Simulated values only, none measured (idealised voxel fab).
process module | voxel self aligned contacts
cross-section cut | 170 nm wide | cells 5 nm
A cross-section is a grid of square cells, given in bands from the top down. A band is one or more rows of cells.
Each band's line starts with the height of the band's top and of its bottom, in nm. Then come its materials from left to right, each with its width in nm. One material with "throughout" fills the band from edge to edge. "air" is empty space.
Height 0 is the level under which the wafer as received is all one material. The lowest band goes on downwards, as in "0 down".
A width such as "30 to 40" changes by the same amount from each row of cells to the next, from the band's top row to its bottom row.
"no change" after a step means that no cell of the cross-section changed.
closed voids: empty space of 8 cells or more with no open way to the top, each as width x height at its distance from the left edge, in nm
after a step's settings: what the simulator itself notes on the step
overlay nm, on a step with a mask: how far to the right of its planned place the mask lay; to the left if negative
plan
1 op RECEIVE | material Si
2 op OXIDIZE | depth nm 5
3 op DIRECTIONAL_DEP | material polySi | thk nm 30
4 op DIRECTIONAL_DEP | material SiN | thk nm 20
5 op PATTERN | tone cover | mask id GATE | material resist | width nm 25 | pitch nm 50 | thk nm 20 | overlay nm 0
6 op DIRECTIONAL_ETCH | etch materials SiN | depth nm 20
7 op DIRECTIONAL_ETCH | etch materials polySi | depth nm 30
8 op STRIP | etch materials resist
9 op CONFORMAL_DEP | material SiN | thk nm 5
10 op DIRECTIONAL_ETCH | etch materials SiN | depth nm 5
11 op FILL_DEP | material SiO2 | thk nm 15
12 op CMP | height nm 55
13 op MASKED_ETCH | tone open | mask id CONTACT | width nm 35 | etch materials SiO2 | depth nm 60 | overlay nm 0
14 op CONFORMAL_DEP | material TiN | thk nm 5
15 op FILL_DEP | material W | thk nm 10
16 op CMP | height nm 55
17 op CONFORMAL_DEP | material SiCN | thk nm 5
first wafer, as planned
as received, after step 1
  0 down: Si throughout
  closed voids: none
after step 2
  0 to -5: SiO2 throughout
  below -5: unchanged
after step 3
  30 to 0: polySi throughout
  below 0: unchanged
after step 4
  50 to 30: SiN throughout
  below 30: unchanged
after step 5
  70 to 50: air 45 | resist 25 | air 25 | resist 25 | air 50
  below 50: unchanged
after step 6
  70 to 50: air 45 | resist 25 | air 25 | resist 25 | air 50
  50 to 30: air 45 | SiN 25 | air 25 | SiN 25 | air 50
  below 30: unchanged
after step 7
  70 to 50: air 45 | resist 25 | air 25 | resist 25 | air 50
  50 to 30: air 45 | SiN 25 | air 25 | SiN 25 | air 50
  30 to 0: air 45 | polySi 25 | air 25 | polySi 25 | air 50
  below 0: unchanged
after step 8
  50 to 30: air 45 | SiN 25 | air 25 | SiN 25 | air 50
  below 30: unchanged
after step 9
  55 to 30: air 40 | SiN 35 | air 15 | SiN 35 | air 45
  30 to 5: air 40 | SiN 5 | polySi 25 | SiN 5 | air 15 | SiN 5 | polySi 25 | SiN 5 | air 45
  5 to 0: SiN 45 | polySi 25 | SiN 25 | polySi 25 | SiN 50
  below 0: unchanged
after step 10
  50 to 30: air 40 | SiN 35 | air 15 | SiN 35 | air 45
  30 to 0: air 40 | SiN 5 | polySi 25 | SiN 5 | air 15 | SiN 5 | polySi 25 | SiN 5 | air 45
  below 0: unchanged
after step 11
  65 to 50: SiO2 throughout
  50 to 30: SiO2 40 | SiN 35 | SiO2 15 | SiN 35 | SiO2 45
  30 to 0: SiO2 40 | SiN 5 | polySi 25 | SiN 5 | SiO2 15 | SiN 5 | polySi 25 | SiN 5 | SiO2 45
  below 0: unchanged
after step 12
  55 to 50: SiO2 throughout
  below 50: unchanged
after step 13
  55 to 50: SiO2 65 | air 35 | SiO2 70
  50 to 30: SiO2 40 | SiN 35 | air 15 | SiN 35 | SiO2 45
  30 to 0: SiO2 40 | SiN 5 | polySi 25 | SiN 5 | air 15 | SiN 5 | polySi 25 | SiN 5 | SiO2 45
  0 to -5: SiO2 75 | air 15 | SiO2 80
  below -5: unchanged
after step 14
  60 to 55: TiN 70 | air 25 | TiN 75
  55 to 50: SiO2 65 | TiN 15 | air 5 | TiN 15 | SiO2 70
  50 to 30: SiO2 40 | SiN 35 | TiN 5 | air 5 | TiN 5 | SiN 35 | SiO2 45
  30 to 0: SiO2 40 | SiN 5 | polySi 25 | SiN 5 | TiN 5 | air 5 | TiN 5 | SiN 5 | polySi 25 | SiN 5 | SiO2 45
  0 to -5: SiO2 75 | TiN 15 | SiO2 80
  below -5: unchanged
after step 15
  70 to 60: W throughout
  60 to 55: TiN 70 | W 25 | TiN 75
  55 to 50: SiO2 65 | TiN 15 | W 5 | TiN 15 | SiO2 70
  50 to 30: SiO2 40 | SiN 35 | TiN 5 | W 5 | TiN 5 | SiN 35 | SiO2 45
  30 to 0: SiO2 40 | SiN 5 | polySi 25 | SiN 5 | TiN 5 | W 5 | TiN 5 | SiN 5 | polySi 25 | SiN 5 | SiO2 45
  below 0: unchanged
after step 16
  55 to 50: SiO2 65 | TiN 15 | W 5 | TiN 15 | SiO2 70
  below 50: unchanged
after step 17
  60 to 55: SiCN throughout
  below 55: unchanged
second wafer: like start, like plan, one mistake. Through step 4 it matches the first wafer
when step 5 should have ended
  70 to 50: air 50 | resist 25 | air 25 | resist 25 | air 45
  below 50: unchanged
when step 6 should have ended
  70 to 50: air 50 | resist 25 | air 25 | resist 25 | air 45
  50 to 30: air 50 | SiN 25 | air 25 | SiN 25 | air 45
  below 30: unchanged
when step 7 should have ended
  70 to 50: air 50 | resist 25 | air 25 | resist 25 | air 45
  50 to 30: air 50 | SiN 25 | air 25 | SiN 25 | air 45
  30 to 0: air 50 | polySi 25 | air 25 | polySi 25 | air 45
  below 0: unchanged
when step 8 should have ended
  50 to 30: air 50 | SiN 25 | air 25 | SiN 25 | air 45
  below 30: unchanged
when step 9 should have ended
  55 to 30: air 45 | SiN 35 | air 15 | SiN 35 | air 40
  30 to 5: air 45 | SiN 5 | polySi 25 | SiN 5 | air 15 | SiN 5 | polySi 25 | SiN 5 | air 40
  5 to 0: SiN 50 | polySi 25 | SiN 25 | polySi 25 | SiN 45
  below 0: unchanged
when step 10 should have ended
  50 to 30: air 45 | SiN 35 | air 15 | SiN 35 | air 40
  30 to 0: air 45 | SiN 5 | polySi 25 | SiN 5 | air 15 | SiN 5 | polySi 25 | SiN 5 | air 40
  below 0: unchanged
when step 11 should have ended
  65 to 50: SiO2 throughout
  50 to 30: SiO2 45 | SiN 35 | SiO2 15 | SiN 35 | SiO2 40
  30 to 0: SiO2 45 | SiN 5 | polySi 25 | SiN 5 | SiO2 15 | SiN 5 | polySi 25 | SiN 5 | SiO2 40
  below 0: unchanged
when step 12 should have ended
  55 to 50: SiO2 throughout
  below 50: unchanged
when step 13 should have ended
  55 to 50: SiO2 65 | air 35 | SiO2 70
  50 to 30: SiO2 45 | SiN 35 | air 15 | SiN 35 | SiO2 40
  30 to 0: SiO2 45 | SiN 5 | polySi 25 | SiN 5 | air 15 | SiN 5 | polySi 25 | SiN 5 | SiO2 40
  0 to -5: SiO2 80 | air 15 | SiO2 75
  below -5: unchanged
when step 14 should have ended
  60 to 55: TiN 70 | air 25 | TiN 75
  55 to 50: SiO2 65 | TiN 20 | air 5 | TiN 10 | SiO2 70
  50 to 30: SiO2 45 | SiN 35 | TiN 5 | air 5 | TiN 5 | SiN 35 | SiO2 40
  30 to 0: SiO2 45 | SiN 5 | polySi 25 | SiN 5 | TiN 5 | air 5 | TiN 5 | SiN 5 | polySi 25 | SiN 5 | SiO2 40
  0 to -5: SiO2 80 | TiN 15 | SiO2 75
  below -5: unchanged
when step 15 should have ended
  70 to 60: W throughout
  60 to 55: TiN 70 | W 25 | TiN 75
  55 to 50: SiO2 65 | TiN 20 | W 5 | TiN 10 | SiO2 70
  50 to 30: SiO2 45 | SiN 35 | TiN 5 | W 5 | TiN 5 | SiN 35 | SiO2 40
  30 to 0: SiO2 45 | SiN 5 | polySi 25 | SiN 5 | TiN 5 | W 5 | TiN 5 | SiN 5 | polySi 25 | SiN 5 | SiO2 40
  below 0: unchanged
when step 16 should have ended
  55 to 50: SiO2 65 | TiN 20 | W 5 | TiN 10 | SiO2 70
  below 50: unchanged
when step 17 should have ended
  60 to 55: SiCN throughout
  below 55: unchanged
what went wrong: step 5 ran as: op PATTERN | tone cover | mask id GATE | material resist | width nm 25 | pitch nm 50 | thk nm 20 | overlay nm 5
at the end the second wafer has, in cells: as many of each material as the first, in other places
